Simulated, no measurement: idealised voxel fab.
process module | voxel quadruple lines
cross-section cut | 290 nm wide | cells 5 nm
A cross-section is a grid of square cells, given in bands from the top down. A band is one or more rows of cells.
Each band's line starts with the height of the band's top and of its bottom, in nm. Then come its materials from left to right, each with its width in nm. One material with "throughout" fills the band from edge to edge. "air" is empty space.
Height 0 is the level under which the wafer as received is all one material. The lowest band goes on downwards, as in "0 down".
A width such as "30 to 40" changes by the same amount from each row of cells to the next, from the band's top row to its bottom row.
"no change" after a step means that no cell of the cross-section changed.
closed voids: empty space of 8 cells or more with no open way to the top, each as width x height at its distance from the left edge, in nm
after a step's settings: what the simulator itself notes on the step
overlay nm, on a step with a mask: how far to the right of its planned place the mask lay; to the left if negative
plan
1 op RECEIVE | material Si
2 op CONFORMAL_DEP | material SiO2 | thk nm 5
3 op DIRECTIONAL_DEP | material Ru | thk nm 10
4 op DIRECTIONAL_DEP | material polySi | thk nm 15
5 op DIRECTIONAL_DEP | material aC | thk nm 20
6 op PATTERN | tone cover | mask id MANDREL | material resist | width nm 20 | thk nm 25 | overlay nm 0
7 op DIRECTIONAL_ETCH | etch materials aC | depth nm 20
8 op STRIP | etch materials resist
9 op CONFORMAL_DEP | material SiO2 | thk nm 10
10 op DIRECTIONAL_ETCH | etch materials SiO2 | depth nm 10
11 op STRIP | etch materials aC
12 op DIRECTIONAL_ETCH | etch materials polySi | depth nm 15
13 op STRIP | etch materials SiO2
14 op CONFORMAL_DEP | material SiCN | thk nm 5
15 op DIRECTIONAL_ETCH | etch materials SiCN | depth nm 5
16 op STRIP | etch materials polySi
17 op DIRECTIONAL_ETCH | etch materials Ru | depth nm 10
18 op STRIP | etch materials SiCN
19 op FILL_DEP | material SiO2 | thk nm 10
20 op CMP | height nm 20
varied across the wafers: thk nm of step 2. The plan shows the first wafer's value. All wafers start alike
first wafer as received, after step 1
  0 down: Si throughout
  closed voids: none
first wafer at the end, after step 20
  20 to 15: SiO2 throughout
  15 to 5: SiO2 120 | Ru 5 | SiO2 10 | Ru 5 | SiO2 10 | Ru 5 | SiO2 10 | Ru 5 | SiO2 120
  5 to 0: SiO2 throughout
  0 down: Si throughout
  closed voids: none
last wafer at the end
  20 to 0: SiO2 throughout
  0 down: Si throughout
  closed voids: none
each wafer at the end: cells of each material gained (+) or lost (-) since it was received, then its closed voids
thk nm 5 | +8 Ru | +224 SiO2 | closed voids: none
thk nm 10 | +8 Ru | +224 SiO2 | closed voids: none
thk nm 15 | +4 Ru | +228 SiO2 | closed voids: none
thk nm 20 | +232 SiO2 | closed voids: none
thk nm 25 | +232 SiO2 | closed voids: none
